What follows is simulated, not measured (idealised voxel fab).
Process module heading - voxel wiring stack
Section cut is 250 nm wide and gridded with 5 nm square cells.
Just so we're on the same page, the cross-sections are grids of square cells, and they're listed out in bands top to bottom, each band one or more rows deep.
Within each band entry, the heights of the top and of the bottom of the band appear first, in that order and in nm; the materials of the band then follow from left to right, each with its corresponding width in nm. The designation "throughout" on a single material indicates that it fills the band from edge to edge; the designation "air" indicates empty space.
All heights in this document are referenced to 0, defined as the level beneath which the wafer, as received, consists entirely of one material. The lowest band is not bounded below; it extends indefinitely downward and is written in the form "0 -> down".
Quick explanation for "30 to 40": the width changes in equal steps down the rows of cells, from the first number in the band's top row to the second number in its bottom row.
Where a step carries "no change occurred", the cross-section came out of it unchanged, cell for cell.
Voids not open to the top, 8 cells minimum: see "Trapped voids". Written width x height at distance; distance is from the left edge; nm.
The remark found on a step's line after its settings is issued by the simulator itself and pertains to that step.
overlay nm: on a step with a mask, how far right of its planned place the mask lay; negative means left.
**Steps planned for the process**
1: RECEIVE: material Si
2: CONFORMAL_DEP: material SiO2, thk nm 10
3: CONFORMAL_DEP: material SiN, thk nm 5
4: DIRECTIONAL_DEP: material SiO2, thk nm 15
5: MASKED_ETCH: tone open, mask id METAL_1, width nm 25, pitch nm 50, etch materials SiO2, depth nm 15, overlay nm 0
6: MASKED_ETCH: tone open, mask id METAL_1, width nm 25, pitch nm 50, etch materials SiN, depth nm 5, overlay nm 0
7: CONFORMAL_DEP: material TiN, thk nm 5
8: FILL_DEP: material Cu, thk nm 10
9: CMP: height nm 30
10: EPI: material Ru, thk nm 5
11: FILL_DEP: material SiCN, thk nm 5
12: DIRECTIONAL_DEP: material lowk, thk nm 15
13: MASKED_ETCH: tone open, mask id PLUG_1, width nm 15, pitch nm 50, etch materials lowk, depth nm 15, overlay nm 0
14: MASKED_ETCH: tone open, mask id PLUG_1, width nm 15, pitch nm 50, etch materials SiCN, depth nm 5, overlay nm 0
15: EPI: material Ru, thk nm 10
16: EPI: material Ru, thk nm 10
17: CONFORMAL_DEP: material SiN, thk nm 5
18: DIRECTIONAL_DEP: material SiO2, thk nm 25
19: PATTERN: tone open, mask id METAL_2, material resist, width nm 25, pitch nm 50, thk nm 20, overlay nm 0
20: DIRECTIONAL_ETCH: etch materials SiO2, depth nm 25
21: DIRECTIONAL_ETCH: etch materials SiN, depth nm 5
22: STRIP: etch materials resist
23: CONFORMAL_DEP: material TiN, thk nm 5
24: FILL_DEP: material Cu, thk nm 5
25: CMP: height nm 85
26: CONFORMAL_DEP: material SiN, thk nm 5
**So, the first of our two wafers, run just as we planned it**
**Wafer at receipt (post step 1), cross-section**
- 0 -> down | Si throughout
- Trapped voids: none
**The wafer, seen in cross-section, after step 2**
- 10 -> 0 | SiO2 throughout
- Unchanged below 0.
**The wafer, seen in cross-section, after step 3**
- 15 -> 10 | SiN throughout
- Unchanged below 10.
**The wafer, seen in cross-section, after step 4**
- 30 -> 15 | SiO2 throughout
- Unchanged below 15.
**The wafer, seen in cross-section, after step 5**
- 30 -> 15 | SiO2 85 nm, air 25 nm, SiO2 25 nm, air 25 nm, SiO2 90 nm
- Unchanged below 15.
**The wafer, seen in cross-section, after step 6**
- 30 -> 15 | SiO2 85 nm, air 25 nm, SiO2 25 nm, air 25 nm, SiO2 90 nm
- 15 -> 10 | SiN 85 nm, air 25 nm, SiN 25 nm, air 25 nm, SiN 90 nm
- Unchanged below 10.
**The wafer, seen in cross-section, after step 7**
- 35 -> 30 | TiN 90 nm, air 15 nm, TiN 35 nm, air 15 nm, TiN 95 nm
- 30 -> 15 | SiO2 85 nm, TiN 5 nm, air 15 nm, TiN 5 nm, SiO2 25 nm, TiN 5 nm, air 15 nm, TiN 5 nm, SiO2 90 nm
- 15 -> 10 | SiN 85 nm, TiN 25 nm, SiN 25 nm, TiN 25 nm, SiN 90 nm
- Unchanged below 10.
**The wafer, seen in cross-section, after step 8**
- 45 -> 35 | Cu throughout
- 35 -> 30 | TiN 90 nm, Cu 15 nm, TiN 35 nm, Cu 15 nm, TiN 95 nm
- 30 -> 15 | SiO2 85 nm, TiN 5 nm, Cu 15 nm, TiN 5 nm, SiO2 25 nm, TiN 5 nm, Cu 15 nm, TiN 5 nm, SiO2 90 nm
- Unchanged below 15.
**The wafer, seen in cross-section, after step 9**
- 30 -> 15 | SiO2 85 nm, TiN 5 nm, Cu 15 nm, TiN 5 nm, SiO2 25 nm, TiN 5 nm, Cu 15 nm, TiN 5 nm, SiO2 90 nm
- Unchanged below 15.
**The wafer, seen in cross-section, after step 10**
- 35 -> 30 | air 80 nm, Ru 35 nm, air 15 nm, Ru 35 nm, air 85 nm
- Unchanged below 30.
**The wafer, seen in cross-section, after step 11**
- 40 -> 35 | SiCN throughout
- 35 -> 30 | SiCN 80 nm, Ru 35 nm, SiCN 15 nm, Ru 35 nm, SiCN 85 nm
- Unchanged below 30.
**The wafer, seen in cross-section, after step 12**
- 55 -> 40 | lowk throughout
- Unchanged below 40.
**The wafer, seen in cross-section, after step 13**
- 55 -> 40 | lowk 85 nm, air 15 nm, lowk 35 nm, air 15 nm, lowk 100 nm
- Unchanged below 40.
**The wafer, seen in cross-section, after step 14**
- 55 -> 40 | lowk 85 nm, air 15 nm, lowk 35 nm, air 15 nm, lowk 100 nm
- 40 -> 35 | SiCN 85 nm, air 15 nm, SiCN 35 nm, air 15 nm, SiCN 100 nm
- Unchanged below 35.
**The wafer, seen in cross-section, after step 15**
- 55 -> 45 | lowk 85 nm, air 15 nm, lowk 35 nm, air 15 nm, lowk 100 nm
- 45 -> 40 | lowk 85 nm, Ru 15 nm, lowk 35 nm, Ru 15 nm, lowk 100 nm
- 40 -> 30 | SiCN 85 to 80 nm, Ru 15 to 35 nm, SiCN 35 to 15 nm, Ru 15 to 35 nm, SiCN 100 to 85 nm
- Unchanged below 30.
**The wafer, seen in cross-section, after step 16**
- 55 -> 40 | lowk 85 nm, Ru 15 nm, lowk 35 nm, Ru 15 nm, lowk 100 nm
- Unchanged below 40.
**The wafer, seen in cross-section, after step 17**
- 60 -> 55 | SiN throughout
- Unchanged below 55.
**The wafer, seen in cross-section, after step 18**
- 85 -> 60 | SiO2 throughout
- Unchanged below 60.
**The wafer, seen in cross-section, after step 19**
- 105 -> 85 | resist 85 nm, air 25 nm, resist 25 nm, air 25 nm, resist 90 nm
- Unchanged below 85.
**The wafer, seen in cross-section, after step 20**
- 105 -> 85 | resist 85 nm, air 25 nm, resist 25 nm, air 25 nm, resist 90 nm
- 85 -> 60 | SiO2 85 nm, air 25 nm, SiO2 25 nm, air 25 nm, SiO2 90 nm
- Unchanged below 60.
**The wafer, seen in cross-section, after step 21**
- 105 -> 85 | resist 85 nm, air 25 nm, resist 25 nm, air 25 nm, resist 90 nm
- 85 -> 60 | SiO2 85 nm, air 25 nm, SiO2 25 nm, air 25 nm, SiO2 90 nm
- 60 -> 55 | SiN 85 nm, air 25 nm, SiN 25 nm, air 25 nm, SiN 90 nm
- Unchanged below 55.
**The wafer, seen in cross-section, after step 22**
- 85 -> 60 | SiO2 85 nm, air 25 nm, SiO2 25 nm, air 25 nm, SiO2 90 nm
- Unchanged below 60.
**The wafer, seen in cross-section, after step 23**
- 90 -> 85 | TiN 90 nm, air 15 nm, TiN 35 nm, air 15 nm, TiN 95 nm
- 85 -> 60 | SiO2 85 nm, TiN 5 nm, air 15 nm, TiN 5 nm, SiO2 25 nm, TiN 5 nm, air 15 nm, TiN 5 nm, SiO2 90 nm
- 60 -> 55 | SiN 85 nm, TiN 25 nm, SiN 25 nm, TiN 25 nm, SiN 90 nm
- Unchanged below 55.
**The wafer, seen in cross-section, after step 24**
- 95 -> 90 | Cu throughout
- 90 -> 85 | TiN 90 nm, Cu 15 nm, TiN 35 nm, Cu 15 nm, TiN 95 nm
- 85 -> 60 | SiO2 85 nm, TiN 5 nm, Cu 15 nm, TiN 5 nm, SiO2 25 nm, TiN 5 nm, Cu 15 nm, TiN 5 nm, SiO2 90 nm
- Unchanged below 60.
**The wafer, seen in cross-section, after step 25**
- 85 -> 60 | SiO2 85 nm, TiN 5 nm, Cu 15 nm, TiN 5 nm, SiO2 25 nm, TiN 5 nm, Cu 15 nm, TiN 5 nm, SiO2 90 nm
- Unchanged below 60.
**The wafer, seen in cross-section, after step 26**
- 90 -> 85 | SiN throughout
- Unchanged below 85.
**Companion wafer, the second of two: same beginning, same intended sequence, one mistake in carrying it out; through step 24 inclusive it tracks the first exactly**
**Second wafer shown in cross-section at the time step 25 was slated to end**
- 80 -> 60 | SiO2 85 nm, TiN 5 nm, Cu 15 nm, TiN 5 nm, SiO2 25 nm, TiN 5 nm, Cu 15 nm, TiN 5 nm, SiO2 90 nm
- Unchanged below 60.
**Second wafer shown in cross-section at the time step 26 was slated to end**
- 85 -> 80 | SiN throughout
- Unchanged below 80.
Deviation from plan: step 25 deviated from plan and actually ran as CMP: height nm 80
Wafer comparison, final, in cells, second relative to first, materials more or fewer: Cu -6, SiO2 -40, TiN -4
